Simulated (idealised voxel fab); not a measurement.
Title: Process Module voxel self aligned contacts
FYI the section here is cut, 185 nm wide, cells are 5 nm squares.
Cross-section format: a grid of square cells, given as bands from top to bottom; each band is one or more rows of cells.
For a band, the entry starts with two heights in nm, that of the top and then that of the bottom, and carries on with the band's materials in order from left to right, each alongside its width in nm; the word "full width" beside a single material means it fills the band edge to edge, and "air" means empty space.
Measure heights from 0. That's the level where, below it, the as-received wafer is all one material. The lowest band is bottomless and extends downward; write it as in "0 down".
The notation "30 to 40" denotes a width that varies across the rows of cells in the band, beginning at the first number in the top row, finishing at the second number in the bottom row, and changing by an identical amount from each row to the next.
"no change occurred" means the step left every cell of the cross-section as it was.
Empty spaces counting at least 8 cells and having no open way to the top are listed in "Enclosed cavities". The notation width x height at distance is used for each, the distance being from the left edge and all three values in nm.
Post-settings text on a step line: simulator's own remark regarding the step.
overlay nm: where the mask lay relative to plan, measured to the right, on steps with a mask; negatives go left.

The following list gives the planned process steps
1,RECEIVE with material Si
2,CONFORMAL_DEP with material SiO2, thk nm 5
3,DIRECTIONAL_DEP with material polySi, thk nm 20
4,DIRECTIONAL_DEP with material SiN, thk nm 20
5,PATTERN with tone cover, mask id GATE, material resist, width nm 25, pitch nm 60, thk nm 15, overlay nm 0
6,DIRECTIONAL_ETCH with etch materials SiN, depth nm 20
7,DIRECTIONAL_ETCH with etch materials polySi, depth nm 20
8,STRIP with etch materials resist
9,CONFORMAL_DEP with material SiN, thk nm 5
10,DIRECTIONAL_ETCH with etch materials SiN, depth nm 5
11,FILL_DEP with material SiO2, thk nm 15
12,CMP with height nm 50
13,PATTERN with tone open, mask id CONTACT, material resist, width nm 45, thk nm 15, overlay nm 0
14,DIRECTIONAL_ETCH with etch materials SiO2, depth nm 50
15,STRIP with etch materials resist
16,CONFORMAL_DEP with material TiN, thk nm 5
17,FILL_DEP with material Ru, thk nm 5
18,CMP with height nm 50
19,CONFORMAL_DEP with material SiN, thk nm 5

Received-state cross-section, reflecting completion of step 1
* 0 down = Si full width
* Enclosed cavities: none

The first of the two wafers as seen in cross-section once the module was finished; processing followed the plan
* 55 to 50 = SiN full width
* 50 to 45 = SiO2 (70); TiN (15); Ru (15); TiN (15); SiO2 (70)
* 45 to 25 = SiO2 (45); SiN (35); TiN (5); Ru (15); TiN (5); SiN (35); SiO2 (45)
* 25 to 5 = SiO2 (45); SiN (5); polySi (25); SiN (5); TiN (5); Ru (15); TiN (5); SiN (5); polySi (25); SiN (5); SiO2 (45)
* 5 to 0 = SiO2 (80); TiN (25); SiO2 (80)
* 0 down = Si full width
* Enclosed cavities: none

End-of-module cross-section of the second wafer: identical starting point and process plan to the first, with one processing mistake
* 55 to 50 = SiN full width
* 50 to 40 = SiO2 (70); TiN (5 to 10); Ru (35 to 25); TiN (5 to 10); SiO2 (70)
* 40 to 25 = SiO2 (50); SiN (25); TiN (5); Ru (25); TiN (5); SiN (25); SiO2 (50)
* 25 to 5 = SiO2 (50); polySi (25); TiN (5); Ru (25); TiN (5); polySi (25); SiO2 (50)
* 5 to 0 = SiO2 (75); TiN (35); SiO2 (75)
* 0 down = Si full width
* Enclosed cavities: none
Here's what went sideways: step 9 in the plan did not get run; it was skipped
Counted in cells at the end, the second wafer holds more or fewer of these materials than the first: 20 more of Ru; 42 fewer of SiN; 22 more of SiO2
